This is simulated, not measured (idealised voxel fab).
process module | voxel transistor to metal
Cross-sectional view cut (width: 175 nm; square cell size: 5 nm).
A cross-section is written here as square cells arranged in a grid, and it is given in bands from the top down, each band taking up one or more rows of cells. Read a band's entry like this: the first values are the height of its top and the height of its bottom in nm, and what follows is the sequence of materials from left to right, each with its width in nm. Note that "empty" is empty space, and that a single material marked "full width" reaches across the band from edge to edge. We count height from 0. Below that, the starting wafer is all one material. The lowest band never ends at the bottom but goes on down; see "top 0, no bottom" for how that is written. When a width is written as two numbers, as in "30->40", the first number is the width in the top row of cells of the band and the second is the width in its bottom row, and the width changes by the same amount from each row to the next. "everything unchanged" for a step: no cell of the cross-section changed in that step. Any empty space of 8 cells or more lacking an open way to the top shows up in "closed voids" as width x height at distance, distance from the left edge, in nm. Step line, after settings: the simulator's comment on this step. overlay nm: on a step with a mask, how far right of its planned place the mask lay; negative means left.
# Process steps foreseen in the plan
1 RECEIVE | material Si
2 OXIDIZE | depth nm 5
3 CONFORMAL_DEP | material SiN | thk nm 15
4 MASKED_ETCH | tone cover | mask id ACTIVE | width nm 135 | etch materials SiN | depth nm 15 | overlay nm 0
5 MASKED_ETCH | tone cover | mask id ACTIVE | width nm 135 | etch materials SiO2 | depth nm 5 | overlay nm 0
6 MASKED_ETCH | tone cover | mask id ACTIVE | width nm 135 | etch materials Si | depth nm 30 | overlay nm 0
7 FILL_DEP | material SiO2 | thk nm 10
8 CMP | height nm 15
9 SELECTIVE_ETCH | etch materials SiO2 | depth nm 5
10 STRIP | etch materials SiN
11 SELECTIVE_ETCH | etch materials SiO2 | depth nm 5
12 OXIDIZE | depth nm 5
13 DIRECTIONAL_DEP | material polySi | thk nm 25
14 DIRECTIONAL_DEP | material SiCN | thk nm 15
15 PATTERN | tone cover | mask id GATE | material resist | width nm 35 | thk nm 20 | overlay nm 0
16 DIRECTIONAL_ETCH | etch materials SiCN | depth nm 25
17 DIRECTIONAL_ETCH | etch materials polySi | depth nm 35
18 STRIP | etch materials resist
19 CONFORMAL_DEP | material SiO2 | thk nm 5
20 DIRECTIONAL_ETCH | etch materials SiO2 | depth nm 5
21 CONFORMAL_DEP | material SiN | thk nm 5
22 DIRECTIONAL_ETCH | etch materials SiN | depth nm 5
23 DIRECTIONAL_ETCH | etch materials SiO2 | depth nm 5
24 DIRECTIONAL_ETCH | etch materials Si | depth nm 5
25 EPI | material SiGe | thk nm 10
26 FILL_DEP | material SiO2 | thk nm 10
27 CMP | height nm 20
28 STRIP | etch materials polySi
29 SELECTIVE_ETCH | etch materials SiO2 | depth nm 5
30 CONFORMAL_DEP | material HfO2 | thk nm 5
31 CONFORMAL_DEP | material TiN | thk nm 5
32 FILL_DEP | material W | thk nm 5
33 CMP | height nm 15
34 DIRECTIONAL_DEP | material SiO2 | thk nm 10
35 MASKED_ETCH | tone open | mask id CONTACT | width nm 20 | pitch nm 95 | etch materials SiO2 | depth nm 30 | overlay nm 0
36 CONFORMAL_DEP | material TiN | thk nm 5
37 FILL_DEP | material Ru | thk nm 10
38 CMP | height nm 25
39 DIRECTIONAL_DEP | material TiN | thk nm 5
40 DIRECTIONAL_DEP | material Ru | thk nm 20
41 DIRECTIONAL_DEP | material aC | thk nm 10
42 PATTERN | tone cover | mask id METAL_1 | material resist | width nm 20 | pitch nm 95 | thk nm 30 | overlay nm 0
43 DIRECTIONAL_ETCH | etch materials aC | depth nm 10
44 STRIP | etch materials resist
45 DIRECTIONAL_ETCH | etch materials Ru | depth nm 20
46 DIRECTIONAL_ETCH | etch materials TiN | depth nm 5
47 STRIP | etch materials aC
48 FILL_DEP | material SiO2 | thk nm 5
49 CMP | height nm 50
50 CONFORMAL_DEP | material SiCN | thk nm 5
51 DIRECTIONAL_DEP | material lowk | thk nm 30
52 MASKED_ETCH | tone open | mask id METAL_2 | width nm 20 | pitch nm 95 | etch materials lowk | depth nm 20 | overlay nm 0
53 PATTERN | tone open | mask id METAL_2_HOLES | material resist | width nm 15 | pitch nm 95 | thk nm 15 | overlay nm 0
54 DIRECTIONAL_ETCH | etch materials lowk | depth nm 10
55 DIRECTIONAL_ETCH | etch materials SiCN | depth nm 5
56 STRIP | etch materials resist
57 CONFORMAL_DEP | material TiN | thk nm 5
58 FILL_DEP | material Cu | thk nm 5
59 CMP | height nm 85
60 CONFORMAL_DEP | material SiN | thk nm 5
# On the first of the two wafers: run conducted according to plan
# Cross-section, incoming material, after step 1
	top 0, no bottom  Si full width
	closed voids: none
# Cross-section of the wafer after step 2
	top 0, bottom -5  SiO2 full width
	Below a height of -5, the structure has not been altered.
# Cross-section of the wafer after step 3
	top 15, bottom 0  SiN full width
	Below a height of 0, the structure has not been altered.
# Cross-section of the wafer after step 4
	top 15, bottom 0  empty 20, SiN 135, empty 20
	Below a height of 0, the structure has not been altered.
# Cross-section of the wafer after step 5
	top 15, bottom 0  empty 20, SiN 135, empty 20
	top 0, bottom -5  empty 20, SiO2 135, empty 20
	Below a height of -5, the structure has not been altered.
# Cross-section of the wafer after step 6
	top 15, bottom 0  empty 20, SiN 135, empty 20
	top 0, bottom -5  empty 20, SiO2 135, empty 20
	top -5, bottom -35  empty 20, Si 135, empty 20
	Below a height of -35, the structure has not been altered.
# Cross-section of the wafer after step 7
	top 25, bottom 15  SiO2 full width
	top 15, bottom 0  SiO2 20, SiN 135, SiO2 20
	top 0, bottom -5  SiO2 full width
	top -5, bottom -35  SiO2 20, Si 135, SiO2 20
	Below a height of -35, the structure has not been altered.
# Cross-section of the wafer after step 8
	top 15, bottom 0  SiO2 20, SiN 135, SiO2 20
	Below a height of 0, the structure has not been altered.
# Cross-section of the wafer after step 9
	top 15, bottom 10  empty 20, SiN 135, empty 20
	Below a height of 10, the structure has not been altered.
# Cross-section of the wafer after step 10
	top 10, bottom 0  SiO2 20, empty 135, SiO2 20
	Below a height of 0, the structure has not been altered.
# Cross-section of the wafer after step 11
	top 5, bottom -5  SiO2 15, empty 145, SiO2 15
	Below a height of -5, the structure has not been altered.
# Cross-section of the wafer after step 12
	top 5, bottom -5  SiO2 15, empty 145, SiO2 15
	top -5, bottom -10  SiO2 full width
	Below a height of -10, the structure has not been altered.
# Cross-section of the wafer after step 13
	top 30, bottom 20  polySi 15, empty 145, polySi 15
	top 20, bottom 5  polySi full width
	top 5, bottom -5  SiO2 15, polySi 145, SiO2 15
	Below a height of -5, the structure has not been altered.
# Cross-section of the wafer after step 14
	top 45, bottom 35  SiCN 15, empty 145, SiCN 15
	top 35, bottom 30  SiCN full width
	top 30, bottom 20  polySi 15, SiCN 145, polySi 15
	Below a height of 20, the structure has not been altered.
# Cross-section of the wafer after step 15
	top 65, bottom 45  empty 70, resist 35, empty 70
	top 45, bottom 35  SiCN 15, empty 55, resist 35, empty 55, SiCN 15
	Below a height of 35, the structure has not been altered.
# Cross-section of the wafer after step 16
	top 65, bottom 35  empty 70, resist 35, empty 70
	top 35, bottom 30  empty 70, SiCN 35, empty 70
	top 30, bottom 20  polySi 15, empty 55, SiCN 35, empty 55, polySi 15
	Below a height of 20, the structure has not been altered.
# Cross-section of the wafer after step 17
	top 65, bottom 35  empty 70, resist 35, empty 70
	top 35, bottom 20  empty 70, SiCN 35, empty 70
	top 20, bottom 5  empty 70, polySi 35, empty 70
	top 5, bottom -5  SiO2 15, empty 55, polySi 35, empty 55, SiO2 15
	Below a height of -5, the structure has not been altered.
# Cross-section of the wafer after step 18
	top 35, bottom 20  empty 70, SiCN 35, empty 70
	Below a height of 20, the structure has not been altered.
# Cross-section of the wafer after step 19
	top 40, bottom 35  empty 65, SiO2 45, empty 65
	top 35, bottom 20  empty 65, SiO2 5, SiCN 35, SiO2 5, empty 65
	top 20, bottom 10  empty 65, SiO2 5, polySi 35, SiO2 5, empty 65
	top 10, bottom 0  SiO2 20, empty 45, SiO2 5, polySi 35, SiO2 5, empty 45, SiO2 20
	top 0, bottom -5  SiO2 70, polySi 35, SiO2 70
	Below a height of -5, the structure has not been altered.
# Cross-section of the wafer after step 20
	top 35, bottom 20  empty 65, SiO2 5, SiCN 35, SiO2 5, empty 65
	top 20, bottom 5  empty 65, SiO2 5, polySi 35, SiO2 5, empty 65
	top 5, bottom -5  SiO2 20, empty 45, SiO2 5, polySi 35, SiO2 5, empty 45, SiO2 20
	Below a height of -5, the structure has not been altered.
# Cross-section of the wafer after step 21
	top 40, bottom 35  empty 60, SiN 55, empty 60
	top 35, bottom 20  empty 60, SiN 5, SiO2 5, SiCN 35, SiO2 5, SiN 5, empty 60
	top 20, bottom 10  empty 60, SiN 5, SiO2 5, polySi 35, SiO2 5, SiN 5, empty 60
	top 10, bottom 5  SiN 25, empty 35, SiN 5, SiO2 5, polySi 35, SiO2 5, SiN 5, empty 35, SiN 25
	top 5, bottom 0  SiO2 20, SiN 5, empty 35, SiN 5, SiO2 5, polySi 35, SiO2 5, SiN 5, empty 35, SiN 5, SiO2 20
	top 0, bottom -5  SiO2 20, SiN 45, SiO2 5, polySi 35, SiO2 5, SiN 45, SiO2 20
	Below a height of -5, the structure has not been altered.
# Cross-section of the wafer after step 22
	top 35, bottom 20  empty 60, SiN 5, SiO2 5, SiCN 35, SiO2 5, SiN 5, empty 60
	top 20, bottom 5  empty 60, SiN 5, SiO2 5, polySi 35, SiO2 5, SiN 5, empty 60
	top 5, bottom -5  SiO2 20, SiN 5, empty 35, SiN 5, SiO2 5, polySi 35, SiO2 5, SiN 5, empty 35, SiN 5, SiO2 20
	Below a height of -5, the structure has not been altered.
# Cross-section of the wafer after step 23
	top 35, bottom 30  empty 60, SiN 5, empty 5, SiCN 35, empty 5, SiN 5, empty 60
	top 30, bottom 20  empty 60, SiN 5, SiO2 5, SiCN 35, SiO2 5, SiN 5, empty 60
	top 20, bottom 5  empty 60, SiN 5, SiO2 5, polySi 35, SiO2 5, SiN 5, empty 60
	top 5, bottom 0  empty 20, SiN 5, empty 35, SiN 5, SiO2 5, polySi 35, SiO2 5, SiN 5, empty 35, SiN 5, empty 20
	top 0, bottom -5  SiO2 20, SiN 5, empty 35, SiN 5, SiO2 5, polySi 35, SiO2 5, SiN 5, empty 35, SiN 5, SiO2 20
	top -5, bottom -10  SiO2 25, empty 35, SiO2 55, empty 35, SiO2 25
	Below a height of -10, the structure has not been altered.
# Cross-section of the wafer after step 24
	top 35, bottom 30  empty 60, SiN 5, empty 5, SiCN 35, empty 5, SiN 5, empty 60
	top 30, bottom 20  empty 60, SiN 5, SiO2 5, SiCN 35, SiO2 5, SiN 5, empty 60
	top 20, bottom 5  empty 60, SiN 5, SiO2 5, polySi 35, SiO2 5, SiN 5, empty 60
	top 5, bottom 0  empty 20, SiN 5, empty 35, SiN 5, SiO2 5, polySi 35, SiO2 5, SiN 5, empty 35, SiN 5, empty 20
	top 0, bottom -5  SiO2 20, SiN 5, empty 35, SiN 5, SiO2 5, polySi 35, SiO2 5, SiN 5, empty 35, SiN 5, SiO2 20
	top -5, bottom -10  SiO2 25, empty 35, SiO2 55, empty 35, SiO2 25
	top -10, bottom -15  SiO2 20, Si 5, empty 35, Si 55, empty 35, Si 5, SiO2 20
	Below a height of -15, the structure has not been altered.
# Cross-section of the wafer after step 25
	top 35, bottom 30  empty 60, SiN 5, empty 5, SiCN 35, empty 5, SiN 5, empty 60
	top 30, bottom 20  empty 60, SiN 5, SiO2 5, SiCN 35, SiO2 5, SiN 5, empty 60
	top 20, bottom 5  empty 60, SiN 5, SiO2 5, polySi 35, SiO2 5, SiN 5, empty 60
	top 5, bottom 0  empty 20, SiN 5, empty 35, SiN 5, SiO2 5, polySi 35, SiO2 5, SiN 5, empty 35, SiN 5, empty 20
	top 0, bottom -5  SiO2 20, SiN 5, SiGe 10, empty 15, SiGe 10, SiN 5, SiO2 5, polySi 35, SiO2 5, SiN 5, SiGe 10, empty 15, SiGe 10, SiN 5, SiO2 20
	top -5, bottom -10  SiO2 25, SiGe 35, SiO2 55, SiGe 35, SiO2 25
	top -10, bottom -15  SiO2 20, Si 5, SiGe 35, Si 55, SiGe 35, Si 5, SiO2 20
	Below a height of -15, the structure has not been altered.
# Cross-section of the wafer after step 26
	top 45, bottom 35  SiO2 full width
	top 35, bottom 20  SiO2 60, SiN 5, SiO2 5, SiCN 35, SiO2 5, SiN 5, SiO2 60
	top 20, bottom 5  SiO2 60, SiN 5, SiO2 5, polySi 35, SiO2 5, SiN 5, SiO2 60
	top 5, bottom 0  SiO2 20, SiN 5, SiO2 35, SiN 5, SiO2 5, polySi 35, SiO2 5, SiN 5, SiO2 35, SiN 5, SiO2 20
	top 0, bottom -5  SiO2 20, SiN 5, SiGe 10, SiO2 15, SiGe 10, SiN 5, SiO2 5, polySi 35, SiO2 5, SiN 5, SiGe 10, SiO2 15, SiGe 10, SiN 5, SiO2 20
	Below a height of -5, the structure has not been altered.
# Cross-section of the wafer after step 27
	top 20, bottom 5  SiO2 60, SiN 5, SiO2 5, polySi 35, SiO2 5, SiN 5, SiO2 60
	Below a height of 5, the structure has not been altered.
# Cross-section of the wafer after step 28
	top 20, bottom 5  SiO2 60, SiN 5, SiO2 5, empty 35, SiO2 5, SiN 5, SiO2 60
	top 5, bottom 0  SiO2 20, SiN 5, SiO2 35, SiN 5, SiO2 5, empty 35, SiO2 5, SiN 5, SiO2 35, SiN 5, SiO2 20
	top 0, bottom -5  SiO2 20, SiN 5, SiGe 10, SiO2 15, SiGe 10, SiN 5, SiO2 5, empty 35, SiO2 5, SiN 5, SiGe 10, SiO2 15, SiGe 10, SiN 5, SiO2 20
	Below a height of -5, the structure has not been altered.
# Cross-section of the wafer after step 29
	top 20, bottom 15  empty 60, SiN 5, empty 45, SiN 5, empty 60
	top 15, bottom 5  SiO2 60, SiN 5, empty 45, SiN 5, SiO2 60
	top 5, bottom 0  SiO2 20, SiN 5, SiO2 35, SiN 5, empty 45, SiN 5, SiO2 35, SiN 5, SiO2 20
	top 0, bottom -5  SiO2 20, SiN 5, SiGe 10, SiO2 15, SiGe 10, SiN 5, empty 45, SiN 5, SiGe 10, SiO2 15, SiGe 10, SiN 5, SiO2 20
	top -5, bottom -10  SiO2 25, SiGe 35, SiO2 5, empty 45, SiO2 5, SiGe 35, SiO2 25
	Below a height of -10, the structure has not been altered.
# Cross-section of the wafer after step 30
	top 25, bottom 20  empty 55, HfO2 15, empty 35, HfO2 15, empty 55
	top 20, bottom 15  HfO2 60, SiN 5, HfO2 5, empty 35, HfO2 5, SiN 5, HfO2 60
	top 15, bottom 5  SiO2 60, SiN 5, HfO2 5, empty 35, HfO2 5, SiN 5, SiO2 60
	top 5, bottom 0  SiO2 20, SiN 5, SiO2 35, SiN 5, HfO2 5, empty 35, HfO2 5, SiN 5, SiO2 35, SiN 5, SiO2 20
	top 0, bottom -5  SiO2 20, SiN 5, SiGe 10, SiO2 15, SiGe 10, SiN 5, HfO2 5, empty 35, HfO2 5, SiN 5, SiGe 10, SiO2 15, SiGe 10, SiN 5, SiO2 20
	top -5, bottom -10  SiO2 25, SiGe 35, SiO2 5, HfO2 45, SiO2 5, SiGe 35, SiO2 25
	Below a height of -10, the structure has not been altered.
# Cross-section of the wafer after step 31
	top 30, bottom 25  empty 50, TiN 25, empty 25, TiN 25, empty 50
	top 25, bottom 20  TiN 55, HfO2 15, TiN 5, empty 25, TiN 5, HfO2 15, TiN 55
	top 20, bottom 15  HfO2 60, SiN 5, HfO2 5, TiN 5, empty 25, TiN 5, HfO2 5, SiN 5, HfO2 60
	top 15, bottom 5  SiO2 60, SiN 5, HfO2 5, TiN 5, empty 25, TiN 5, HfO2 5, SiN 5, SiO2 60
	top 5, bottom 0  SiO2 20, SiN 5, SiO2 35, SiN 5, HfO2 5, TiN 5, empty 25, TiN 5, HfO2 5, SiN 5, SiO2 35, SiN 5, SiO2 20
	top 0, bottom -5  SiO2 20, SiN 5, SiGe 10, SiO2 15, SiGe 10, SiN 5, HfO2 5, TiN 35, HfO2 5, SiN 5, SiGe 10, SiO2 15, SiGe 10, SiN 5, SiO2 20
	Below a height of -5, the structure has not been altered.
# Cross-section of the wafer after step 32
	top 35, bottom 30  W full width
	top 30, bottom 25  W 50, TiN 25, W 25, TiN 25, W 50
	top 25, bottom 20  TiN 55, HfO2 15, TiN 5, W 25, TiN 5, HfO2 15, TiN 55
	top 20, bottom 15  HfO2 60, SiN 5, HfO2 5, TiN 5, W 25, TiN 5, HfO2 5, SiN 5, HfO2 60
	top 15, bottom 5  SiO2 60, SiN 5, HfO2 5, TiN 5, W 25, TiN 5, HfO2 5, SiN 5, SiO2 60
	top 5, bottom 0  SiO2 20, SiN 5, SiO2 35, SiN 5, HfO2 5, TiN 5, W 25, TiN 5, HfO2 5, SiN 5, SiO2 35, SiN 5, SiO2 20
	Below a height of 0, the structure has not been altered.
# Cross-section of the wafer after step 33
	top 15, bottom 5  SiO2 60, SiN 5, HfO2 5, TiN 5, W 25, TiN 5, HfO2 5, SiN 5, SiO2 60
	Below a height of 5, the structure has not been altered.
# Cross-section of the wafer after step 34
	top 25, bottom 15  SiO2 full width
	Below a height of 15, the structure has not been altered.
# Cross-section of the wafer after step 35
	top 25, bottom 15  SiO2 30, empty 20, SiO2 75, empty 20, SiO2 30
	top 15, bottom 5  SiO2 30, empty 20, SiO2 10, SiN 5, HfO2 5, TiN 5, W 25, TiN 5, HfO2 5, SiN 5, SiO2 10, empty 20, SiO2 30
	top 5, bottom 0  SiO2 20, SiN 5, SiO2 5, empty 20, SiO2 10, SiN 5, HfO2 5, TiN 5, W 25, TiN 5, HfO2 5, SiN 5, SiO2 10, empty 20, SiO2 5, SiN 5, SiO2 20
	top 0, bottom -5  SiO2 20, SiN 5, SiGe 10, empty 15, SiGe 10, SiN 5, HfO2 5, TiN 35, HfO2 5, SiN 5, SiGe 10, empty 15, SiGe 10, SiN 5, SiO2 20
	Below a height of -5, the structure has not been altered.
# Cross-section of the wafer after step 36
	top 30, bottom 25  TiN 35, empty 10, TiN 85, empty 10, TiN 35
	top 25, bottom 15  SiO2 30, TiN 5, empty 10, TiN 5, SiO2 75, TiN 5, empty 10, TiN 5, SiO2 30
	top 15, bottom 5  SiO2 30, TiN 5, empty 10, TiN 5, SiO2 10, SiN 5, HfO2 5, TiN 5, W 25, TiN 5, HfO2 5, SiN 5, SiO2 10, TiN 5, empty 10, TiN 5, SiO2 30
	top 5, bottom 0  SiO2 20, SiN 5, SiO2 5, TiN 10, empty 5, TiN 5, SiO2 10, SiN 5, HfO2 5, TiN 5, W 25, TiN 5, HfO2 5, SiN 5, SiO2 10, TiN 5, empty 5, TiN 10, SiO2 5, SiN 5, SiO2 20
	top 0, bottom -5  SiO2 20, SiN 5, SiGe 10, TiN 15, SiGe 10, SiN 5, HfO2 5, TiN 35, HfO2 5, SiN 5, SiGe 10, TiN 15, SiGe 10, SiN 5, SiO2 20
	Below a height of -5, the structure has not been altered.
# Cross-section of the wafer after step 37
	top 40, bottom 30  Ru full width
	top 30, bottom 25  TiN 35, Ru 10, TiN 85, Ru 10, TiN 35
	top 25, bottom 15  SiO2 30, TiN 5, Ru 10, TiN 5, SiO2 75, TiN 5, Ru 10, TiN 5, SiO2 30
	top 15, bottom 5  SiO2 30, TiN 5, Ru 10, TiN 5, SiO2 10, SiN 5, HfO2 5, TiN 5, W 25, TiN 5, HfO2 5, SiN 5, SiO2 10, TiN 5, Ru 10, TiN 5, SiO2 30
	top 5, bottom 0  SiO2 20, SiN 5, SiO2 5, TiN 10, Ru 5, TiN 5, SiO2 10, SiN 5, HfO2 5, TiN 5, W 25, TiN 5, HfO2 5, SiN 5, SiO2 10, TiN 5, Ru 5, TiN 10, SiO2 5, SiN 5, SiO2 20
	Below a height of 0, the structure has not been altered.
# Cross-section of the wafer after step 38
	top 25, bottom 15  SiO2 30, TiN 5, Ru 10, TiN 5, SiO2 75, TiN 5, Ru 10, TiN 5, SiO2 30
	Below a height of 15, the structure has not been altered.
# Cross-section of the wafer after step 39
	top 30, bottom 25  TiN full width
	Below a height of 25, the structure has not been altered.
# Cross-section of the wafer after step 40
	top 50, bottom 30  Ru full width
	Below a height of 30, the structure has not been altered.
# Cross-section of the wafer after step 41
	top 60, bottom 50  aC full width
	Below a height of 50, the structure has not been altered.
# Cross-section of the wafer after step 42
	top 90, bottom 60  empty 30, resist 20, empty 75, resist 20, empty 30
	Below a height of 60, the structure has not been altered.
# Cross-section of the wafer after step 43
	top 80, bottom 60  empty 30, resist 20, empty 75, resist 20, empty 30
	top 60, bottom 50  empty 30, aC 20, empty 75, aC 20, empty 30
	Below a height of 50, the structure has not been altered.
# Cross-section of the wafer after step 44
	top 60, bottom 50  empty 30, aC 20, empty 75, aC 20, empty 30
	Below a height of 50, the structure has not been altered.
# Cross-section of the wafer after step 45
	top 60, bottom 50  empty 30, aC 20, empty 75, aC 20, empty 30
	top 50, bottom 30  empty 30, Ru 20, empty 75, Ru 20, empty 30
	Below a height of 30, the structure has not been altered.
# Cross-section of the wafer after step 46
	top 60, bottom 50  empty 30, aC 20, empty 75, aC 20, empty 30
	top 50, bottom 30  empty 30, Ru 20, empty 75, Ru 20, empty 30
	top 30, bottom 25  empty 30, TiN 20, empty 75, TiN 20, empty 30
	Below a height of 25, the structure has not been altered.
# Cross-section of the wafer after step 47
	top 50, bottom 30  empty 30, Ru 20, empty 75, Ru 20, empty 30
	Below a height of 30, the structure has not been altered.
# Cross-section of the wafer after step 48
	top 55, bottom 50  SiO2 full width
	top 50, bottom 30  SiO2 30, Ru 20, SiO2 75, Ru 20, SiO2 30
	top 30, bottom 25  SiO2 30, TiN 20, SiO2 75, TiN 20, SiO2 30
	Below a height of 25, the structure has not been altered.
# Cross-section of the wafer after step 49
	top 50, bottom 30  SiO2 30, Ru 20, SiO2 75, Ru 20, SiO2 30
	Below a height of 30, the structure has not been altered.
# Cross-section of the wafer after step 50
	top 55, bottom 50  SiCN full width
	Below a height of 50, the structure has not been altered.
# Cross-section of the wafer after step 51
	top 85, bottom 55  lowk full width
	Below a height of 55, the structure has not been altered.
# Cross-section of the wafer after step 52
	top 85, bottom 65  lowk 30, empty 20, lowk 75, empty 20, lowk 30
	Below a height of 65, the structure has not been altered.
# Cross-section of the wafer after step 53
	top 100, bottom 85  resist 30, empty 15, resist 80, empty 15, resist 35
	top 85, bottom 65  lowk 30, empty 15, resist 5, lowk 75, empty 15, resist 5, lowk 30
	Below a height of 65, the structure has not been altered.
# Cross-section of the wafer after step 54
	top 100, bottom 85  resist 30, empty 15, resist 80, empty 15, resist 35
	top 85, bottom 65  lowk 30, empty 15, resist 5, lowk 75, empty 15, resist 5, lowk 30
	top 65, bottom 55  lowk 30, empty 15, lowk 80, empty 15, lowk 35
	Below a height of 55, the structure has not been altered.
# Cross-section of the wafer after step 55
	top 100, bottom 85  resist 30, empty 15, resist 80, empty 15, resist 35
	top 85, bottom 65  lowk 30, empty 15, resist 5, lowk 75, empty 15, resist 5, lowk 30
	top 65, bottom 55  lowk 30, empty 15, lowk 80, empty 15, lowk 35
	top 55, bottom 50  SiCN 30, empty 15, SiCN 80, empty 15, SiCN 35
	Below a height of 50, the structure has not been altered.
# Cross-section of the wafer after step 56
	top 85, bottom 65  lowk 30, empty 20, lowk 75, empty 20, lowk 30
	Below a height of 65, the structure has not been altered.
# Cross-section of the wafer after step 57
	top 90, bottom 85  TiN 35, empty 10, TiN 85, empty 10, TiN 35
	top 85, bottom 70  lowk 30, TiN 5, empty 10, TiN 5, lowk 75, TiN 5, empty 10, TiN 5, lowk 30
	top 70, bottom 65  lowk 30, TiN 5, empty 5, TiN 10, lowk 75, TiN 5, empty 5, TiN 10, lowk 30
	top 65, bottom 55  lowk 30, TiN 5, empty 5, TiN 5, lowk 80, TiN 5, empty 5, TiN 5, lowk 35
	top 55, bottom 50  SiCN 30, TiN 15, SiCN 80, TiN 15, SiCN 35
	Below a height of 50, the structure has not been altered.
# Cross-section of the wafer after step 58
	top 95, bottom 90  Cu full width
	top 90, bottom 85  TiN 35, Cu 10, TiN 85, Cu 10, TiN 35
	top 85, bottom 70  lowk 30, TiN 5, Cu 10, TiN 5, lowk 75, TiN 5, Cu 10, TiN 5, lowk 30
	top 70, bottom 65  lowk 30, TiN 5, Cu 5, TiN 10, lowk 75, TiN 5, Cu 5, TiN 10, lowk 30
	top 65, bottom 55  lowk 30, TiN 5, Cu 5, TiN 5, lowk 80, TiN 5, Cu 5, TiN 5, lowk 35
	Below a height of 55, the structure has not been altered.
# Cross-section of the wafer after step 59
	top 85, bottom 70  lowk 30, TiN 5, Cu 10, TiN 5, lowk 75, TiN 5, Cu 10, TiN 5, lowk 30
	Below a height of 70, the structure has not been altered.
# Cross-section of the wafer after step 60
	top 90, bottom 85  SiN full width
	Below a height of 85, the structure has not been altered.
# It is to be noted that the second wafer proceeded from the same initial state and according to the same plan as the first, although one mistake was committed in its execution; through step 41, inclusive, the two wafers share an identical history
# Cross-section, second wafer, at the end time the plan gives for step 42
	top 90, bottom 60  empty 30, resist 25, empty 70, resist 25, empty 25
	Below a height of 60, the structure has not been altered.
# Cross-section, second wafer, at the end time the plan gives for step 43
	top 80, bottom 60  empty 30, resist 25, empty 70, resist 25, empty 25
	top 60, bottom 50  empty 30, aC 25, empty 70, aC 25, empty 25
	Below a height of 50, the structure has not been altered.
# Cross-section, second wafer, at the end time the plan gives for step 44
	top 60, bottom 50  empty 30, aC 25, empty 70, aC 25, empty 25
	Below a height of 50, the structure has not been altered.
# Cross-section, second wafer, at the end time the plan gives for step 45
	top 60, bottom 50  empty 30, aC 25, empty 70, aC 25, empty 25
	top 50, bottom 30  empty 30, Ru 25, empty 70, Ru 25, empty 25
	Below a height of 30, the structure has not been altered.
# Cross-section, second wafer, at the end time the plan gives for step 46
	top 60, bottom 50  empty 30, aC 25, empty 70, aC 25, empty 25
	top 50, bottom 30  empty 30, Ru 25, empty 70, Ru 25, empty 25
	top 30, bottom 25  empty 30, TiN 25, empty 70, TiN 25, empty 25
	Below a height of 25, the structure has not been altered.
# Cross-section, second wafer, at the end time the plan gives for step 47
	top 50, bottom 30  empty 30, Ru 25, empty 70, Ru 25, empty 25
	Below a height of 30, the structure has not been altered.
# Cross-section, second wafer, at the end time the plan gives for step 48
	top 55, bottom 50  SiO2 full width
	top 50, bottom 30  SiO2 30, Ru 25, SiO2 70, Ru 25, SiO2 25
	top 30, bottom 25  SiO2 30, TiN 25, SiO2 70, TiN 25, SiO2 25
	Below a height of 25, the structure has not been altered.
# Cross-section, second wafer, at the end time the plan gives for step 49
	top 50, bottom 30  SiO2 30, Ru 25, SiO2 70, Ru 25, SiO2 25
	Below a height of 30, the structure has not been altered.
# Cross-section, second wafer, at the end time the plan gives for step 50
	top 55, bottom 50  SiCN full width
	Below a height of 50, the structure has not been altered.
# Cross-section, second wafer, at the end time the plan gives for step 51
	top 85, bottom 55  lowk full width
	Below a height of 55, the structure has not been altered.
# Cross-section, second wafer, at the end time the plan gives for step 52
	top 85, bottom 65  lowk 30, empty 20, lowk 75, empty 20, lowk 30
	Below a height of 65, the structure has not been altered.
# Cross-section, second wafer, at the end time the plan gives for step 53
	top 100, bottom 85  resist 30, empty 15, resist 80, empty 15, resist 35
	top 85, bottom 65  lowk 30, empty 15, resist 5, lowk 75, empty 15, resist 5, lowk 30
	Below a height of 65, the structure has not been altered.
# Cross-section, second wafer, at the end time the plan gives for step 54
	top 100, bottom 85  resist 30, empty 15, resist 80, empty 15, resist 35
	top 85, bottom 65  lowk 30, empty 15, resist 5, lowk 75, empty 15, resist 5, lowk 30
	top 65, bottom 55  lowk 30, empty 15, lowk 80, empty 15, lowk 35
	Below a height of 55, the structure has not been altered.
# Cross-section, second wafer, at the end time the plan gives for step 55
	top 100, bottom 85  resist 30, empty 15, resist 80, empty 15, resist 35
	top 85, bottom 65  lowk 30, empty 15, resist 5, lowk 75, empty 15, resist 5, lowk 30
	top 65, bottom 55  lowk 30, empty 15, lowk 80, empty 15, lowk 35
	top 55, bottom 50  SiCN 30, empty 15, SiCN 80, empty 15, SiCN 35
	Below a height of 50, the structure has not been altered.
# Cross-section, second wafer, at the end time the plan gives for step 56
	top 85, bottom 65  lowk 30, empty 20, lowk 75, empty 20, lowk 30
	Below a height of 65, the structure has not been altered.
# Cross-section, second wafer, at the end time the plan gives for step 57
	top 90, bottom 85  TiN 35, empty 10, TiN 85, empty 10, TiN 35
	top 85, bottom 70  lowk 30, TiN 5, empty 10, TiN 5, lowk 75, TiN 5, empty 10, TiN 5, lowk 30
	top 70, bottom 65  lowk 30, TiN 5, empty 5, TiN 10, lowk 75, TiN 5, empty 5, TiN 10, lowk 30
	top 65, bottom 55  lowk 30, TiN 5, empty 5, TiN 5, lowk 80, TiN 5, empty 5, TiN 5, lowk 35
	top 55, bottom 50  SiCN 30, TiN 15, SiCN 80, TiN 15, SiCN 35
	Below a height of 50, the structure has not been altered.
# Cross-section, second wafer, at the end time the plan gives for step 58
	top 95, bottom 90  Cu full width
	top 90, bottom 85  TiN 35, Cu 10, TiN 85, Cu 10, TiN 35
	top 85, bottom 70  lowk 30, TiN 5, Cu 10, TiN 5, lowk 75, TiN 5, Cu 10, TiN 5, lowk 30
	top 70, bottom 65  lowk 30, TiN 5, Cu 5, TiN 10, lowk 75, TiN 5, Cu 5, TiN 10, lowk 30
	top 65, bottom 55  lowk 30, TiN 5, Cu 5, TiN 5, lowk 80, TiN 5, Cu 5, TiN 5, lowk 35
	Below a height of 55, the structure has not been altered.
# Cross-section, second wafer, at the end time the plan gives for step 59
	top 85, bottom 70  lowk 30, TiN 5, Cu 10, TiN 5, lowk 75, TiN 5, Cu 10, TiN 5, lowk 30
	Below a height of 70, the structure has not been altered.
# Cross-section, second wafer, at the end time the plan gives for step 60
	top 90, bottom 85  SiN full width
	Below a height of 85, the structure has not been altered.
Where did the run depart from the plan? for step 42, the planned setting was not used; the step was instead run as PATTERN | tone cover | mask id METAL_1 | material resist | width nm 25 | pitch nm 95 | thk nm 30 | overlay nm 0
Once processing is complete, comparing cell counts shows that the second wafer has more or fewer of certain materials than the first: Ru: 8 more, SiO2: 10 fewer, TiN: 2 more
